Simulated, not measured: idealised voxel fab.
process module | voxel ribs on slabs
cross-section cut | 205 nm wide | cells 5 nm
A cross-section is a grid of square cells, given in bands from the top down. A band is one or more rows of cells.
Each band's line starts with the height of the band's top and of its bottom, in nm. Then come its materials from left to right, each with its width in nm. One material with "throughout" fills the band from edge to edge. "air" is empty space.
Height 0 is the level under which the wafer as received is all one material. The lowest band goes on downwards, as in "0 down".
A width such as "30 to 40" changes by the same amount from each row of cells to the next, from the band's top row to its bottom row.
"no change" after a step means that no cell of the cross-section changed.
closed voids: empty space of 8 cells or more with no open way to the top, each as width x height at its distance from the left edge, in nm
after a step's settings: what the simulator itself notes on the step
overlay nm, on a step with a mask: how far to the right of its planned place the mask lay; to the left if negative
plan
1 op RECEIVE | material Si
2 op DIRECTIONAL_DEP | material SiO2 | thk nm 25
3 op DIRECTIONAL_DEP | material polySi | thk nm 15
4 op DIRECTIONAL_DEP | material aC | thk nm 15
5 op PATTERN | tone cover | mask id RIB | material resist | width nm 25 | thk nm 35 | overlay nm 0
6 op DIRECTIONAL_ETCH | etch materials aC | depth nm 15
7 op STRIP | etch materials resist
8 op DIRECTIONAL_ETCH | etch materials polySi | depth nm 5
9 op STRIP | etch materials aC
10 op DIRECTIONAL_DEP | material aC | thk nm 15
11 op PATTERN | tone cover | mask id SLAB | material resist | width nm 85 | thk nm 30 | overlay nm 0
12 op DIRECTIONAL_ETCH | etch materials aC | depth nm 15
13 op STRIP | etch materials resist
14 op DIRECTIONAL_ETCH | etch materials polySi | depth nm 10
15 op STRIP | etch materials aC
16 op FILL_DEP | material SiO2 | thk nm 15
17 op CMP | height nm 50
18 op DIRECTIONAL_DEP | material TiN | thk nm 10
19 op DIRECTIONAL_DEP | material aC | thk nm 15
20 op PATTERN | tone cover | mask id HEATER | material resist | width nm 35 | thk nm 35 | overlay nm 0
21 op DIRECTIONAL_ETCH | etch materials aC | depth nm 15
22 op STRIP | etch materials resist
23 op DIRECTIONAL_ETCH | etch materials TiN | depth nm 10
24 op STRIP | etch materials aC
25 op CONFORMAL_DEP | material SiN | thk nm 10
as received, after step 1
  0 down: Si throughout
  closed voids: none
first wafer at the end, as planned
  70 to 60: air 75 | SiN 55 | air 75
  60 to 50: SiN 85 | TiN 35 | SiN 85
  50 to 40: SiO2 throughout
  40 to 35: SiO2 90 | polySi 25 | SiO2 90
  35 to 25: SiO2 60 | polySi 85 | SiO2 60
  25 to 0: SiO2 throughout
  0 down: Si throughout
  closed voids: none
second wafer at the end: like start, like plan, one mistake
  70 to 65: air 75 | SiN 55 | air 75
  65 to 60: SiN throughout
  60 to 55: SiN 85 | TiN 35 | SiN 85
  55 to 50: TiN throughout
  50 to 40: SiO2 throughout
  40 to 35: SiO2 90 | polySi 25 | SiO2 90
  35 to 25: SiO2 60 | polySi 85 | SiO2 60
  25 to 0: SiO2 throughout
  0 down: Si throughout
  closed voids: none
what went wrong: step 23 ran as: op DIRECTIONAL_ETCH | etch materials TiN | depth nm 5
at the end the second wafer has, in cells: 4 fewer of SiN | 34 more of TiN
